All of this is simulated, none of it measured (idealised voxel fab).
process module | voxel double patterning
cross-section cut | 170 nm wide | cells 5 nm
A cross-section is a grid of square cells, given in bands from the top down. A band is one or more rows of cells.
Each band's line starts with the height of the band's top and of its bottom, in nm. Then come its materials from left to right, each with its width in nm. One material with "throughout" fills the band from edge to edge. "air" is empty space.
Height 0 is the level under which the wafer as received is all one material. The lowest band goes on downwards, as in "0 down".
A width such as "30 to 40" changes by the same amount from each row of cells to the next, from the band's top row to its bottom row.
"no change" after a step means that no cell of the cross-section changed.
closed voids: empty space of 8 cells or more with no open way to the top, each as width x height at its distance from the left edge, in nm
after a step's settings: what the simulator itself notes on the step
overlay nm, on a step with a mask: how far to the right of its planned place the mask lay; to the left if negative
plan
1 op RECEIVE | material Si
2 op CONFORMAL_DEP | material SiN | thk nm 5
3 op DIRECTIONAL_DEP | material SiO2 | thk nm 10
4 op DIRECTIONAL_DEP | material SiCN | thk nm 5
5 op DIRECTIONAL_DEP | material aC | thk nm 10
6 op PATTERN | tone open | mask id FIRST | material resist | width nm 15 | pitch nm 50 | thk nm 30 | overlay nm 0
7 op DIRECTIONAL_ETCH | etch materials aC | depth nm 10
8 op STRIP | etch materials resist
9 op DIRECTIONAL_ETCH | etch materials SiCN | depth nm 5
10 op STRIP | etch materials aC
11 op PATTERN | tone open | mask id SECOND | material resist | width nm 15 | pitch nm 50 | thk nm 20 | overlay nm 0
12 op DIRECTIONAL_ETCH | etch materials SiCN | depth nm 5
13 op STRIP | etch materials resist
14 op DIRECTIONAL_ETCH | etch materials SiO2 | depth nm 10
15 op STRIP | etch materials SiCN
as received, after step 1
  0 down: Si throughout
  closed voids: none
first wafer at the end, as planned
  15 to 5: SiO2 25 | air 15 | SiO2 10 | air 15 | SiO2 10 | air 15 | SiO2 10 | air 15 | SiO2 10 | air 15 | SiO2 30
  5 to 0: SiN throughout
  0 down: Si throughout
  closed voids: none
second wafer at the end: like start, like plan, one mistake
  15 to 5: SiO2 20 | air 25 | SiO2 5 | air 15 | SiO2 5 | air 25 | SiO2 5 | air 15 | SiO2 5 | air 25 | SiO2 25
  5 to 0: SiN throughout
  0 down: Si throughout
  closed voids: none
what went wrong: step 6 ran as: op PATTERN | tone open | mask id FIRST | material resist | width nm 25 | pitch nm 50 | thk nm 30 | overlay nm 0
at the end the second wafer has, in cells: 12 fewer of SiO2
